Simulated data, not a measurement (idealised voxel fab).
Process module name: voxel ribs on slabs
Square cells of 5 nm make up the cross-section cut, whose width is 290 nm.
Cross-section spec: square-cell grid; bands listed top down; each band is one or more rows.
Top, bottom (nm), then materials left to right with widths (nm); lone material tagged "edge to edge" fills the whole band edge to edge; "empty" = empty space.
Counting heights begins at 0, where everything beneath is, in the wafer as received, one material. The lowest band has no bottom; it goes on downwards, as "0 -> down" shows.
The expression "30..40" gives the width at the extremes of the band, the first number at its top row of cells and the second at its bottom row, with the width changing by equal amounts from each row to the next in between.
Where the words "nothing was modified" appear for a step, the cross-section shows no cell changed by that step; every cell remained as before.
"Closed empty spaces" lists enclosed empty spaces (at least 8 cells, no open path upward to the top), each as width x height at distance from the left edge, in nm.
Step line, after settings: the simulator's comment on this step.
overlay nm: mask right of planned place by this much (step with mask). Neg. = left.
[Planned process steps]
1,RECEIVE [material Si]
2,DIRECTIONAL_DEP [material SiO2] [thk nm 30]
3,DIRECTIONAL_DEP [material SiN] [thk nm 25]
4,MASKED_ETCH [tone cover] [mask id RIB] [width nm 20] [etch materials SiN] [depth nm 10] [overlay nm 0]
5,MASKED_ETCH [tone cover] [mask id SLAB] [width nm 80] [etch materials SiN] [depth nm 15] [overlay nm 0]
6,FILL_DEP [material SiO2] [thk nm 20]
7,CMP [height nm 70]
8,DIRECTIONAL_DEP [material W] [thk nm 5]
9,MASKED_ETCH [tone cover] [mask id HEATER] [width nm 30] [etch materials W] [depth nm 5] [overlay nm 0]
10,CONFORMAL_DEP [material SiO2] [thk nm 5]
[Wafer, first of two, run as planned]
[Cross-section: wafer on arrival = after step 1]
0 -> down | Si edge to edge
Closed empty spaces: none
[So this is the wafer cross-section right after step 2]
30 -> 0 | SiO2 edge to edge
Nothing below the height 0 has changed.
[So this is the wafer cross-section right after step 3]
55 -> 30 | SiN edge to edge
Nothing below the height 30 has changed.
[So this is the wafer cross-section right after step 4]
55 -> 45 | 135 nm empty, 20 nm SiN, 135 nm empty
Nothing below the height 45 has changed.
[So this is the wafer cross-section right after step 5]
55 -> 45 | 135 nm empty, 20 nm SiN, 135 nm empty
45 -> 30 | 105 nm empty, 80 nm SiN, 105 nm empty
Nothing below the height 30 has changed.
[So this is the wafer cross-section right after step 6]
75 -> 55 | SiO2 edge to edge
55 -> 45 | 135 nm SiO2, 20 nm SiN, 135 nm SiO2
45 -> 30 | 105 nm SiO2, 80 nm SiN, 105 nm SiO2
Nothing below the height 30 has changed.
[So this is the wafer cross-section right after step 7]
70 -> 55 | SiO2 edge to edge
Nothing below the height 55 has changed.
[So this is the wafer cross-section right after step 8]
75 -> 70 | W edge to edge
Nothing below the height 70 has changed.
[So this is the wafer cross-section right after step 9]
75 -> 70 | 130 nm empty, 30 nm W, 130 nm empty
Nothing below the height 70 has changed.
[So this is the wafer cross-section right after step 10]
80 -> 75 | 125 nm empty, 40 nm SiO2, 125 nm empty
75 -> 70 | 130 nm SiO2, 30 nm W, 130 nm SiO2
Nothing below the height 70 has changed.
[Okay, second wafer. Nothing different at the start, nothing different in the plan, just one mistake somewhere in the running. As far as step 9, counting that step, it's the first wafer all over again]
Look at the second wafer in cross-section at the time step 10 ought to have finished: nothing was modified
Run error: step 10 of the plan never got run, it was skipped over
The second wafer ends with more or fewer cells of some materials than the first, per final count: SiO2: 60 fewer
